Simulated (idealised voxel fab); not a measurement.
Process module in this document: voxel transistor to metal
Section cut is 190 nm wide and gridded with 5 nm square cells.
This document writes a cross-section as a grid whose cells are square, and gives it as bands, listed from the top down; one or more rows of cells form a band. The band entry comprises the height of the band's top followed by the height of its bottom, expressed in nm, and subsequently the band's materials from left to right, each stated together with its width in nm. Where a single material is marked with the word "all across", that material fills the band from edge to edge. The word "blank" represents empty space. Ref level 0: as-received wafer is one material below here. Bottom band extends down with no lower bound ("z 0 and below"). The expression "30 to 40" gives the width at the extremes of the band, the first number at its top row of cells and the second at its bottom row, with the width changing by equal amounts from each row to the next in between. "remained unchanged" -> step changed no cross-section cell. "Internal closed voids": sealed empty spaces, 8 cells or more, no open way to top, listed width x height at distance, with distance from the left edge and width, height and distance in nm. Post-settings text on a step line: simulator's own remark regarding the step. What "overlay nm" on a step's line means: if the step has a mask, that mask lay this far to the right of its planned place, or, when the value is negative, to the left.

Process steps foreseen in the plan
1 RECEIVE,material Si
2 OXIDIZE,depth nm 5
3 CONFORMAL_DEP,material SiN,thk nm 15
4 MASKED_ETCH,tone cover,mask id ACTIVE,width nm 95,etch materials SiN,depth nm 15,overlay nm 0
5 MASKED_ETCH,tone cover,mask id ACTIVE,width nm 95,etch materials SiO2,depth nm 5,overlay nm 0
6 MASKED_ETCH,tone cover,mask id ACTIVE,width nm 95,etch materials Si,depth nm 20,overlay nm 0
7 OXIDIZE,depth nm 5
8 FILL_DEP,material SiO2,thk nm 5
9 CMP,height nm 15
10 SELECTIVE_ETCH,etch materials SiO2,depth nm 15
11 STRIP,etch materials SiN
12 SELECTIVE_ETCH,etch materials SiO2,depth nm 5
13 OXIDIZE,depth nm 5
14 DIRECTIONAL_DEP,material polySi,thk nm 25
15 DIRECTIONAL_DEP,material SiCN,thk nm 15
16 PATTERN,tone cover,mask id GATE,material resist,width nm 15,thk nm 15,overlay nm 0
17 DIRECTIONAL_ETCH,etch materials SiCN,depth nm 25
18 DIRECTIONAL_ETCH,etch materials polySi,depth nm 35
19 STRIP,etch materials resist
20 CONFORMAL_DEP,material SiO2,thk nm 5
21 DIRECTIONAL_ETCH,etch materials SiO2,depth nm 5
22 CONFORMAL_DEP,material SiN,thk nm 5
23 DIRECTIONAL_ETCH,etch materials SiN,depth nm 5
24 DIRECTIONAL_ETCH,etch materials SiO2,depth nm 5
25 DIRECTIONAL_ETCH,etch materials Si,depth nm 15
26 EPI,material SiGe,thk nm 15
27 FILL_DEP,material SiO2,thk nm 5
28 CMP,height nm 35
29 DIRECTIONAL_DEP,material SiO2,thk nm 10
30 DIRECTIONAL_DEP,material aC,thk nm 15
31 PATTERN,tone open,mask id CONTACT,material resist,width nm 25,pitch nm 50,thk nm 35,overlay nm 0
32 DIRECTIONAL_ETCH,etch materials aC,depth nm 15
33 STRIP,etch materials resist
34 DIRECTIONAL_ETCH,etch materials SiO2,depth nm 55
35 STRIP,etch materials aC
36 CONFORMAL_DEP,material TiN,thk nm 5
37 FILL_DEP,material Ru,thk nm 5
38 CMP,height nm 45
39 CONFORMAL_DEP,material SiN,thk nm 5
40 DIRECTIONAL_DEP,material lowk,thk nm 20
41 PATTERN,tone open,mask id METAL_1,material resist,width nm 15,pitch nm 60,thk nm 15,overlay nm 0
42 DIRECTIONAL_ETCH,etch materials lowk,depth nm 20
43 DIRECTIONAL_ETCH,etch materials SiN,depth nm 5
44 STRIP,etch materials resist
45 CONFORMAL_DEP,material TiN,thk nm 5
46 FILL_DEP,material Cu,thk nm 10
47 CMP,height nm 70
48 CONFORMAL_DEP,material SiN,thk nm 5

Wafer cross-section on receipt, i.e. after step 1
> z 0 and below: Si all across
> Internal closed voids: none

Module complete - cross-section of the first of two wafers, run according to plan
> z 75 to 70: SiN all across
> z 70 to 50: lowk=55  TiN=5  Cu=5  TiN=5  lowk=45  TiN=5  Cu=5  TiN=5  lowk=60
> z 50 to 45: SiN=55  TiN=15  SiN=45  TiN=15  SiN=60
> z 45 to 35: SiO2=55  TiN=5  Ru=15 to 10  TiN=5 to 10  SiO2=25  TiN=5 to 10  Ru=15 to 10  TiN=5  SiO2=60
> z 35 to 20: SiO2=55  TiN=5  Ru=10  TiN=5  SiN=5  SiO2=5  SiCN=15  SiO2=5  SiN=5  TiN=5  Ru=10  TiN=5  SiO2=60
> z 20 to 10: SiO2=55  TiN=5  Ru=10  TiN=5  SiN=5  SiO2=5  polySi=15  SiO2=5  SiN=5  TiN=5  Ru=10  TiN=5  SiO2=60
> z 10 to 5: SiO2=55  TiN=20  SiN=5  SiO2=5  polySi=15  SiO2=5  SiN=5  TiN=20  SiO2=60
> z 5 to -5: SiO2=55  TiN=5  SiGe=15  SiN=5  SiO2=5  polySi=15  SiO2=5  SiN=5  SiGe=15  TiN=5  SiO2=60
> z -5 to -10: SiO2=55  TiN=5  SiGe=15  SiO2=35  SiGe=15  TiN=5  SiO2=60
> z -10 to -25: SiO2=50  SiGe=25  Si=35  SiGe=25  SiO2=55
> z -25 to -30: SiO2=50  Si=85  SiO2=55
> z -30 and below: Si all across
> Internal closed voids: none

Cross-section at end of module for the second wafer of two, which matched the first in starting point and plan and differed by one mistake in its processing
> z 75 to 70: SiN all across
> z 70 to 50: lowk=55  TiN=5  Cu=5  TiN=5  lowk=45  TiN=5  Cu=5  TiN=5  lowk=60
> z 50 to 45: SiN=55  TiN=15  SiN=45  TiN=15  SiN=60
> z 45 to 35: SiO2=55  TiN=5  Ru=15 to 10  TiN=5 to 10  SiO2=25  TiN=5 to 10  Ru=15 to 10  TiN=5  SiO2=60
> z 35 to 25: SiO2=55  TiN=5  Ru=10  TiN=5  SiN=5  SiO2=5  SiCN=15  SiO2=5  SiN=5  TiN=5  Ru=10  TiN=5  SiO2=60
> z 25 to 15: SiO2=55  TiN=5  Ru=10  TiN=5  SiN=5  SiO2=5  polySi=15  SiO2=5  SiN=5  TiN=5  Ru=10  TiN=5  SiO2=60
> z 15 to 10: SiO2=55  TiN=20  SiN=5  SiO2=5  polySi=15  SiO2=5  SiN=5  TiN=20  SiO2=60
> z 10 to 0: SiO2=55  TiN=5  SiGe=15  SiN=5  SiO2=5  polySi=15  SiO2=5  SiN=5  SiGe=15  TiN=5  SiO2=60
> z 0 to -5: SiO2=40  SiN=5  SiO2=10  TiN=5  SiGe=15  SiO2=35  SiGe=15  TiN=5  SiO2=10  SiN=5  SiO2=45
> z -5 to -20: SiO2=50  SiGe=25  Si=35  SiGe=25  SiO2=55
> z -20 to -30: SiO2=50  Si=85  SiO2=55
> z -30 and below: Si all across
> Internal closed voids: none
Here's what went sideways: steps 11 and 12 were swapped
The closing comparison, in cells, has the second wafer with more or fewer of some materials than the first: -4 Ru | +17 Si | -3 SiCN | -6 SiO2 | -4 TiN
